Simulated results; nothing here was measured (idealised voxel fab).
This section sets out a process module, namely voxel wiring stack.
Square cells of 5 nm make up the cross-section cut, whose width is 215 nm.
Think of the cross-section as a grid of square cells. We describe it in bands, top to bottom, and each band covers one or more rows of those cells. First you get the band's top height and its bottom height, in nm, and then the materials it's made of, left to right, with each width in nm. If you see a single material with "throughout", that one covers the band edge to edge. "blank" is empty space. Heads up on the height convention: 0 is the point under which the incoming wafer is all one material, and the lowest band has no bottom, it just keeps going down, like "0..down". The width entry "30->40" should be interpreted row by row: the top row of cells in the band takes the first number, the bottom row takes the second number, and the change between adjacent rows is uniform throughout. "no alteration" -> step changed no cross-section cell. The entry "Voids, fully enclosed" lists the empty spaces that cover at least 8 cells and have no open path to the top. Each is written as width x height at distance, where the distance is measured from the left edge and all three values are in nm. That trailing text on a step's line, after the settings, is the simulator's own remark on the step. overlay nm: mask offset rightward from planned place, masked step; negative means leftward offset.

# The following list gives the planned process steps
step 1: RECEIVE: material Si
step 2: CONFORMAL_DEP: material SiO2, thk nm 10
step 3: CONFORMAL_DEP: material SiN, thk nm 5
step 4: DIRECTIONAL_DEP: material SiO2, thk nm 25
step 5: DIRECTIONAL_DEP: material aC, thk nm 15
step 6: PATTERN: tone open, mask id METAL_1, material resist, width nm 30, pitch nm 50, thk nm 30, overlay nm 0
step 7: DIRECTIONAL_ETCH: etch materials aC, depth nm 15
step 8: STRIP: etch materials resist
step 9: DIRECTIONAL_ETCH: etch materials SiO2, depth nm 25
step 10: DIRECTIONAL_ETCH: etch materials SiN, depth nm 5
step 11: STRIP: etch materials aC
step 12: CONFORMAL_DEP: material TiN, thk nm 5
step 13: FILL_DEP: material Cu, thk nm 5
step 14: CMP: height nm 40
step 15: CONFORMAL_DEP: material SiCN, thk nm 5
step 16: DIRECTIONAL_DEP: material SiO2, thk nm 35
step 17: DIRECTIONAL_DEP: material aC, thk nm 15
step 18: PATTERN: tone open, mask id METAL_2, material resist, width nm 30, pitch nm 50, thk nm 35, overlay nm 0
step 19: DIRECTIONAL_ETCH: etch materials aC, depth nm 15
step 20: STRIP: etch materials resist
step 21: DIRECTIONAL_ETCH: etch materials SiO2, depth nm 20
step 22: STRIP: etch materials aC
step 23: MASKED_ETCH: tone open, mask id METAL_2_HOLES, width nm 15, pitch nm 100, etch materials SiO2, depth nm 15, overlay nm 0
step 24: MASKED_ETCH: tone open, mask id METAL_2_HOLES, width nm 15, pitch nm 100, etch materials SiCN, depth nm 5, overlay nm 0
step 25: CONFORMAL_DEP: material TiN, thk nm 5
step 26: FILL_DEP: material Cu, thk nm 5
step 27: CMP: height nm 80
step 28: CONFORMAL_DEP: material SiCN, thk nm 5
step 29: DIRECTIONAL_DEP: material SiO2, thk nm 15
step 30: MASKED_ETCH: tone open, mask id PLUG_2, width nm 15, pitch nm 50, etch materials SiO2, depth nm 15, overlay nm 0
step 31: MASKED_ETCH: tone open, mask id PLUG_2, width nm 15, pitch nm 50, etch materials SiCN, depth nm 5, overlay nm 0
step 32: CONFORMAL_DEP: material TiN, thk nm 5
step 33: FILL_DEP: material Ru, thk nm 10
step 34: CMP: height nm 100
step 35: CONFORMAL_DEP: material SiCN, thk nm 5
step 36: DIRECTIONAL_DEP: material SiO2, thk nm 20
step 37: DIRECTIONAL_DEP: material aC, thk nm 15
step 38: PATTERN: tone open, mask id METAL_3, material resist, width nm 30, pitch nm 50, thk nm 35, overlay nm 0
step 39: DIRECTIONAL_ETCH: etch materials aC, depth nm 15
step 40: STRIP: etch materials resist
step 41: DIRECTIONAL_ETCH: etch materials SiO2, depth nm 20
step 42: DIRECTIONAL_ETCH: etch materials SiCN, depth nm 5
step 43: STRIP: etch materials aC
step 44: CONFORMAL_DEP: material TiN, thk nm 5
step 45: FILL_DEP: material Cu, thk nm 5
step 46: CMP: height nm 125
step 47: CONFORMAL_DEP: material SiCN, thk nm 5
step 48: DIRECTIONAL_DEP: material lowk, thk nm 10
step 49: PATTERN: tone open, mask id PLUG_3, material resist, width nm 15, pitch nm 50, thk nm 15, overlay nm 0
step 50: DIRECTIONAL_ETCH: etch materials lowk, depth nm 10
step 51: DIRECTIONAL_ETCH: etch materials SiCN, depth nm 5
step 52: STRIP: etch materials resist
step 53: CONFORMAL_DEP: material TiN, thk nm 5
step 54: FILL_DEP: material Ru, thk nm 10
step 55: CMP: height nm 140
step 56: DIRECTIONAL_DEP: material TiN, thk nm 5
step 57: DIRECTIONAL_DEP: material W, thk nm 20
step 58: DIRECTIONAL_DEP: material aC, thk nm 10
step 59: PATTERN: tone cover, mask id METAL_4, material resist, width nm 30, pitch nm 50, thk nm 25, overlay nm 0
step 60: DIRECTIONAL_ETCH: etch materials aC, depth nm 10
step 61: STRIP: etch materials resist
step 62: DIRECTIONAL_ETCH: etch materials W, depth nm 20
step 63: DIRECTIONAL_ETCH: etch materials TiN, depth nm 5
step 64: STRIP: etch materials aC
step 65: CONFORMAL_DEP: material SiCN, thk nm 5
step 66: FILL_DEP: material SiO2, thk nm 10
step 67: CMP: height nm 165
step 68: CONFORMAL_DEP: material SiN, thk nm 5

# Cross-sectional view of the wafer in its as-received condition, corresponding to the state after step 1
- 0..down  Si throughout
- Voids, fully enclosed: none

# Cross-section taken at module completion on the first of two wafers; processed per the plan
- 170..165  SiN throughout
- 165..145  10 nm SiO2 | 5 nm SiCN | 30 nm W | 5 nm SiCN | 10 nm SiO2 | 5 nm SiCN | 30 nm W | 5 nm SiCN | 10 nm SiO2 | 5 nm SiCN | 30 nm W | 5 nm SiCN | 10 nm SiO2 | 5 nm SiCN | 30 nm W | 5 nm SiCN | 15 nm SiO2
- 145..140  15 nm SiCN | 30 nm TiN | 20 nm SiCN | 30 nm TiN | 20 nm SiCN | 30 nm TiN | 20 nm SiCN | 30 nm TiN | 20 nm SiCN
- 140..130  15 nm lowk | 5 nm TiN | 5 nm Ru | 5 nm TiN | 35 nm lowk | 5 nm TiN | 5 nm Ru | 5 nm TiN | 35 nm lowk | 5 nm TiN | 5 nm Ru | 5 nm TiN | 35 nm lowk | 5 nm TiN | 5 nm Ru | 5 nm TiN | 35 nm lowk
- 130..125  15 nm SiCN | 15 nm TiN | 35 nm SiCN | 15 nm TiN | 35 nm SiCN | 15 nm TiN | 35 nm SiCN | 15 nm TiN | 35 nm SiCN
- 125..105  15 nm SiO2 | 5 nm TiN | 20 nm Cu | 5 nm TiN | 20 nm SiO2 | 5 nm TiN | 20 nm Cu | 5 nm TiN | 20 nm SiO2 | 5 nm TiN | 20 nm Cu | 5 nm TiN | 20 nm SiO2 | 5 nm TiN | 20 nm Cu | 5 nm TiN | 20 nm SiO2
- 105..100  15 nm SiCN | 30 nm TiN | 20 nm SiCN | 30 nm TiN | 20 nm SiCN | 30 nm TiN | 20 nm SiCN | 30 nm TiN | 20 nm SiCN
- 100..85  15 nm SiO2 | 5 nm TiN | 5 nm Ru | 5 nm TiN | 35 nm SiO2 | 5 nm TiN | 5 nm Ru | 5 nm TiN | 35 nm SiO2 | 5 nm TiN | 5 nm Ru | 5 nm TiN | 35 nm SiO2 | 5 nm TiN | 5 nm Ru | 5 nm TiN | 35 nm SiO2
- 85..80  15 nm SiCN | 15 nm TiN | 35 nm SiCN | 15 nm TiN | 35 nm SiCN | 15 nm TiN | 35 nm SiCN | 15 nm TiN | 35 nm SiCN
- 80..65  15 nm SiO2 | 5 nm TiN | 20 nm Cu | 5 nm TiN | 20 nm SiO2 | 5 nm TiN | 20 nm Cu | 5 nm TiN | 20 nm SiO2 | 5 nm TiN | 20 nm Cu | 5 nm TiN | 20 nm SiO2 | 5 nm TiN | 20 nm Cu | 5 nm TiN | 20 nm SiO2
- 65..60  15 nm SiO2 | 5 nm TiN | 5 nm Cu | 20 nm TiN | 20 nm SiO2 | 30 nm TiN | 20 nm SiO2 | 5 nm TiN | 5 nm Cu | 20 nm TiN | 20 nm SiO2 | 30 nm TiN | 20 nm SiO2
- 60..45  15 nm SiO2 | 5 nm TiN | 5 nm Cu | 5 nm TiN | 85 nm SiO2 | 5 nm TiN | 5 nm Cu | 5 nm TiN | 85 nm SiO2
- 45..40  15 nm SiCN | 15 nm TiN | 85 nm SiCN | 15 nm TiN | 85 nm SiCN
- 40..15  15 nm SiO2 | 5 nm TiN | 20 nm Cu | 5 nm TiN | 20 nm SiO2 | 5 nm TiN | 20 nm Cu | 5 nm TiN | 20 nm SiO2 | 5 nm TiN | 20 nm Cu | 5 nm TiN | 20 nm SiO2 | 5 nm TiN | 20 nm Cu | 5 nm TiN | 20 nm SiO2
- 15..10  15 nm SiN | 30 nm TiN | 20 nm SiN | 30 nm TiN | 20 nm SiN | 30 nm TiN | 20 nm SiN | 30 nm TiN | 20 nm SiN
- 10..0  SiO2 throughout
- 0..down  Si throughout
- Voids, fully enclosed: none

# Cross-sectional image of the second wafer of the two following completion of the module. Starting state and process plan were the same as for the first wafer; one execution error occurred
- 170..165  SiN throughout
- 165..145  10 nm SiO2 | 5 nm SiCN | 30 nm W | 5 nm SiCN | 10 nm SiO2 | 5 nm SiCN | 30 nm W | 5 nm SiCN | 10 nm SiO2 | 5 nm SiCN | 30 nm W | 5 nm SiCN | 10 nm SiO2 | 5 nm SiCN | 30 nm W | 5 nm SiCN | 15 nm SiO2
- 145..140  15 nm SiCN | 30 nm TiN | 20 nm SiCN | 30 nm TiN | 20 nm SiCN | 30 nm TiN | 20 nm SiCN | 30 nm TiN | 20 nm SiCN
- 140..130  15 nm lowk | 5 nm TiN | 5 nm Ru | 5 nm TiN | 35 nm lowk | 5 nm TiN | 5 nm Ru | 5 nm TiN | 35 nm lowk | 5 nm TiN | 5 nm Ru | 5 nm TiN | 35 nm lowk | 5 nm TiN | 5 nm Ru | 5 nm TiN | 35 nm lowk
- 130..125  15 nm SiCN | 15 nm TiN | 35 nm SiCN | 15 nm TiN | 35 nm SiCN | 15 nm TiN | 35 nm SiCN | 15 nm TiN | 35 nm SiCN
- 125..105  15 nm SiO2 | 5 nm TiN | 20 nm Cu | 5 nm TiN | 20 nm SiO2 | 5 nm TiN | 20 nm Cu | 5 nm TiN | 20 nm SiO2 | 5 nm TiN | 20 nm Cu | 5 nm TiN | 20 nm SiO2 | 5 nm TiN | 20 nm Cu | 5 nm TiN | 20 nm SiO2
- 105..95  15 nm SiCN | 30->15 nm TiN | 20->35 nm SiCN | 30->15 nm TiN | 20->35 nm SiCN | 30->15 nm TiN | 20->35 nm SiCN | 30->15 nm TiN | 20->35 nm SiCN
- 95..80  SiO2 throughout
- 80..65  15 nm SiO2 | 5 nm TiN | 20 nm Cu | 5 nm TiN | 20 nm SiO2 | 5 nm TiN | 20 nm Cu | 5 nm TiN | 20 nm SiO2 | 5 nm TiN | 20 nm Cu | 5 nm TiN | 20 nm SiO2 | 5 nm TiN | 20 nm Cu | 5 nm TiN | 20 nm SiO2
- 65..60  15 nm SiO2 | 5 nm TiN | 5 nm Cu | 20 nm TiN | 20 nm SiO2 | 30 nm TiN | 20 nm SiO2 | 5 nm TiN | 5 nm Cu | 20 nm TiN | 20 nm SiO2 | 30 nm TiN | 20 nm SiO2
- 60..45  15 nm SiO2 | 5 nm TiN | 5 nm Cu | 5 nm TiN | 85 nm SiO2 | 5 nm TiN | 5 nm Cu | 5 nm TiN | 85 nm SiO2
- 45..40  15 nm SiCN | 15 nm TiN | 85 nm SiCN | 15 nm TiN | 85 nm SiCN
- 40..15  15 nm SiO2 | 5 nm TiN | 20 nm Cu | 5 nm TiN | 20 nm SiO2 | 5 nm TiN | 20 nm Cu | 5 nm TiN | 20 nm SiO2 | 5 nm TiN | 20 nm Cu | 5 nm TiN | 20 nm SiO2 | 5 nm TiN | 20 nm Cu | 5 nm TiN | 20 nm SiO2
- 15..10  15 nm SiN | 30 nm TiN | 20 nm SiN | 30 nm TiN | 20 nm SiN | 30 nm TiN | 20 nm SiN | 30 nm TiN | 20 nm SiN
- 10..0  SiO2 throughout
- 0..down  Si throughout
- Voids, fully enclosed: none
Diagnosis: ran 28 and 29 in swapped order versus the plan
Final wafer comparison in cells, second versus first, more or fewer per material: 12 fewer of Ru | 36 more of SiO2 | 24 fewer of TiN
